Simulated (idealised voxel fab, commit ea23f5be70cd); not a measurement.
Process module under the name voxel lift off
Cross-section cut: width 220 nm, square cells of 5 nm.
How to read a cross-section here: the picture is a grid of square cells, written as bands going from the top down, and any band can span one or more rows of cells. Top, bottom (nm), then materials left to right with widths (nm); lone material tagged "everywhere" fills the whole band edge to edge; "empty" = empty space. Heights are measured from 0, the level below which the as-received wafer is all one material; the lowest band has no bottom and continues downward, written as in "0 down". Width "30 to 40": first value at the band's top row of cells, second value at its bottom row, equal change from row to row. "nothing got changed" after a step means that no cell of the cross-section changed. "Cavities, sealed": sealed empty spaces, 8 cells or more, no open way to top, listed width x height at distance, with distance from the left edge and width, height and distance in nm. Formally, on a step line, whatever follows the settings is a remark that the simulator itself makes on the step. overlay nm: for a step with a mask, the amount by which the mask lay right of where it was planned; a negative amount means left of it.
[Planned step list for the process]
| 1 | RECEIVE [material Si] |
| 2 | CONFORMAL_DEP [material SiO2] [thk nm 10] |
| 3 | PATTERN [tone open] [mask id LINES] [material resist] [width nm 30] [pitch nm 50] [thk nm 25] [overlay nm 0] |
| 4 | DIRECTIONAL_DEP [material Ru] [thk nm 15] |
| 5 | STRIP [etch materials resist] |
| 6 | CONFORMAL_DEP [material SiO2] [thk nm 5] |
[As-received wafer cross-section (after step 1)]
* 0 down = Si everywhere
* Cavities, sealed: none
[The plan above was carried out on the starting structure above with one mistake, and this cross-section shows the wafer at the end of the module]
* 25 to 20 = empty=65 | SiO2=40 | empty=10 | SiO2=40 | empty=65
* 20 to 10 = empty=65 | SiO2=5 | Ru=30 | SiO2=5 | empty=10 | SiO2=5 | Ru=30 | SiO2=5 | empty=65
* 10 to 5 = SiO2=70 | Ru=30 | SiO2=20 | Ru=30 | SiO2=70
* 5 to 0 = SiO2 everywhere
* 0 down = Si everywhere
* Cavities, sealed: none
Deviation noted in wafer processing: step 2 deviated from plan and actually ran as CONFORMAL_DEP [material SiO2] [thk nm 5]
